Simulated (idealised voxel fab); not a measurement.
process module | voxel spacer lines
cross-section cut | 140 nm wide | cells 5 nm
A cross-section is a grid of square cells, given in bands from the top down. A band is one or more rows of cells.
Each band's line starts with the height of the band's top and of its bottom, in nm. Then come its materials from left to right, each with its width in nm. One material with "throughout" fills the band from edge to edge. "air" is empty space.
Height 0 is the level under which the wafer as received is all one material. The lowest band goes on downwards, as in "0 down".
A width such as "30 to 40" changes by the same amount from each row of cells to the next, from the band's top row to its bottom row.
"no change" after a step means that no cell of the cross-section changed.
closed voids: empty space of 8 cells or more with no open way to the top, each as width x height at its distance from the left edge, in nm
after a step's settings: what the simulator itself notes on the step
overlay nm, on a step with a mask: how far to the right of its planned place the mask lay; to the left if negative
plan
1 op RECEIVE | material Si
2 op CONFORMAL_DEP | material SiO2 | thk nm 5
3 op DIRECTIONAL_DEP | material W | thk nm 20
4 op DIRECTIONAL_DEP | material aC | thk nm 30
5 op PATTERN | tone cover | mask id MANDREL | material resist | width nm 25 | pitch nm 80 | thk nm 40 | overlay nm 0
6 op DIRECTIONAL_ETCH | etch materials aC | depth nm 30
7 op STRIP | etch materials resist
8 op CONFORMAL_DEP | material SiN | thk nm 15
9 op DIRECTIONAL_ETCH | etch materials SiN | depth nm 15
10 op STRIP | etch materials aC
11 op DIRECTIONAL_ETCH | etch materials W | depth nm 10
12 op STRIP | etch materials SiN
13 op FILL_DEP | material SiO2 | thk nm 5
14 op CMP | height nm 25
varied across the wafers: depth nm of step 11. The plan shows the first wafer's value. All wafers start alike
first wafer as received, after step 1
  0 down: Si throughout
  closed voids: none
first wafer at the end, after step 14
  25 to 15: W 15 | SiO2 25 | W 15 | SiO2 25 | W 15 | SiO2 25 | W 15 | SiO2 5
  15 to 5: W throughout
  5 to 0: SiO2 throughout
  0 down: Si throughout
  closed voids: none
last wafer at the end
  25 to 5: W 15 | SiO2 25 | W 15 | SiO2 25 | W 15 | SiO2 25 | W 15 | SiO2 5
  5 to 0: SiO2 throughout
  0 down: Si throughout
  closed voids: none
each wafer at the end: cells of each material gained (+) or lost (-) since it was received, then its closed voids
depth nm 10 | +60 SiO2 | +80 W | closed voids: none
depth nm 15 | +76 SiO2 | +64 W | closed voids: none
depth nm 20 | +92 SiO2 | +48 W | closed voids: none
depth nm 25 | +92 SiO2 | +48 W | closed voids: none
depth nm 30 | +92 SiO2 | +48 W | closed voids: none
depth nm 35 | +92 SiO2 | +48 W | closed voids: none
